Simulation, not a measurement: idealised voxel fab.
Process module under the name voxel self aligned vias
We display cut, a cross-section 220 nm in width whose square cells are each 5 nm.
A cross-section is a grid of square cells, given in bands from the top down. A band is one or more rows of cells.
What a band's entry tells you: where the top is and where the bottom is, as heights in nm, and after that what lies inside, material by material from left to right, each with its width in nm. Empty space is written as the word "blank", and a single material marked with the word "everywhere" occupies the band from edge to edge.
Height 0 is the level under which the wafer as received is all one material. The lowest band goes on downwards, as in "0 down".
A two-number width, for instance "30->40", indicates that the width is equal to the first number in the top row of the band and to the second number in the bottom row, and that it changes by a constant amount per row of cells.
"same as before" -> step changed no cross-section cell.
"Trapped cavities" contains a list of empty spaces, each no smaller than 8 cells and without an open way to the top, written in the form width x height at distance with the distance from the left edge and all three in nm.
Whatever follows a step's settings on its line is a remark the simulator itself makes about that step.
"overlay nm", when on a step's line for a step with a mask, measures how far to the right of its planned place the mask lay; a negative measure means to the left.

These are the steps we planned for the process:
1. RECEIVE: material Si
2. CONFORMAL_DEP: material SiO2, thk nm 15
3. CONFORMAL_DEP: material SiCN, thk nm 5
4. DIRECTIONAL_DEP: material lowk, thk nm 30
5. DIRECTIONAL_DEP: material aC, thk nm 15
6. PATTERN: tone open, mask id LINES, material resist, width nm 20, pitch nm 65, thk nm 35, overlay nm 0
7. DIRECTIONAL_ETCH: etch materials aC, depth nm 15
8. STRIP: etch materials resist
9. DIRECTIONAL_ETCH: etch materials lowk, depth nm 30
10. STRIP: etch materials aC
11. CONFORMAL_DEP: material TiN, thk nm 5
12. FILL_DEP: material W, thk nm 5
13. CMP: height nm 50
14. SELECTIVE_ETCH: etch materials W Ru TiN, depth nm 5
15. FILL_DEP: material SiN, thk nm 5
16. CMP: height nm 50
17. DIRECTIONAL_DEP: material lowk, thk nm 15
18. MASKED_ETCH: tone open, mask id VIAS, width nm 40, pitch nm 65, etch materials lowk, depth nm 15, overlay nm -15
19. MASKED_ETCH: tone open, mask id VIAS, width nm 40, pitch nm 65, etch materials SiN, depth nm 5, overlay nm 0
20. CONFORMAL_DEP: material TiN, thk nm 5
21. FILL_DEP: material Cu, thk nm 5
22. CMP: height nm 65
23. CONFORMAL_DEP: material SiN, thk nm 5
The wafers in this document start out alike and differ in the overlay nm applied at step 18; the plan shows the value used for the first wafer.

Incoming state of the first of several wafers in cross-section: after step 1:
> 0 down | Si everywhere
> Trapped cavities: none

First of several wafers in cross-section at module end, following the final step, step 23:
> 70 to 65 | SiN everywhere
> 65 to 55 | 40 nm lowk  5 nm TiN  30 nm Cu  5 nm TiN  25 nm lowk  5 nm TiN  30 nm Cu  5 nm TiN  75 nm lowk
> 55 to 50 | 40 nm lowk  30 nm TiN  5 nm Cu  5 nm TiN  25 nm lowk  30 nm TiN  5 nm Cu  5 nm TiN  75 nm lowk
> 50 to 45 | 65 nm lowk  15 nm TiN  5 nm SiN  45 nm lowk  15 nm TiN  5 nm SiN  70 nm lowk
> 45 to 25 | 65 nm lowk  5 nm TiN  10 nm W  5 nm TiN  45 nm lowk  5 nm TiN  10 nm W  5 nm TiN  70 nm lowk
> 25 to 20 | 65 nm lowk  20 nm TiN  45 nm lowk  20 nm TiN  70 nm lowk
> 20 to 15 | SiCN everywhere
> 15 to 0 | SiO2 everywhere
> 0 down | Si everywhere
> Trapped cavities: none

End of module, last wafer sectioned:
> 70 to 65 | SiN everywhere
> 65 to 55 | 70 nm lowk  5 nm TiN  30 nm Cu  5 nm TiN  25 nm lowk  5 nm TiN  30 nm Cu  5 nm TiN  45 nm lowk
> 55 to 50 | 70 nm lowk  5 nm TiN  5 nm Cu  30 nm TiN  25 nm lowk  5 nm TiN  5 nm Cu  30 nm TiN  45 nm lowk
> 50 to 45 | 65 nm lowk  5 nm SiN  15 nm TiN  45 nm lowk  5 nm SiN  15 nm TiN  70 nm lowk
> 45 to 25 | 65 nm lowk  5 nm TiN  10 nm W  5 nm TiN  45 nm lowk  5 nm TiN  10 nm W  5 nm TiN  70 nm lowk
> 25 to 20 | 65 nm lowk  20 nm TiN  45 nm lowk  20 nm TiN  70 nm lowk
> 20 to 15 | SiCN everywhere
> 15 to 0 | SiO2 everywhere
> 0 down | Si everywhere
> Trapped cavities: none

Below is a per-wafer table. In it, each row describes the wafer at the end of the module by giving, for each material, the number of cells gained (+) or lost (-) since the wafer was received, and after that the closed voids of the wafer:
overlay nm -15; +26 Cu; +44 SiCN; +46 SiN; +132 SiO2; +52 TiN; +16 W; +300 lowk; Trapped cavities: none
overlay nm -10; +28 Cu; +44 SiCN; +44 SiN; +132 SiO2; +52 TiN; +16 W; +300 lowk; Trapped cavities: none
overlay nm -5; +28 Cu; +44 SiCN; +44 SiN; +132 SiO2; +52 TiN; +16 W; +300 lowk; Trapped cavities: none
overlay nm 0; +28 Cu; +44 SiCN; +44 SiN; +132 SiO2; +52 TiN; +16 W; +300 lowk; Trapped cavities: none
overlay nm 5; +28 Cu; +44 SiCN; +44 SiN; +132 SiO2; +52 TiN; +16 W; +300 lowk; Trapped cavities: none
overlay nm 10; +28 Cu; +44 SiCN; +44 SiN; +132 SiO2; +52 TiN; +16 W; +300 lowk; Trapped cavities: none
overlay nm 15; +26 Cu; +44 SiCN; +46 SiN; +132 SiO2; +52 TiN; +16 W; +300 lowk; Trapped cavities: none
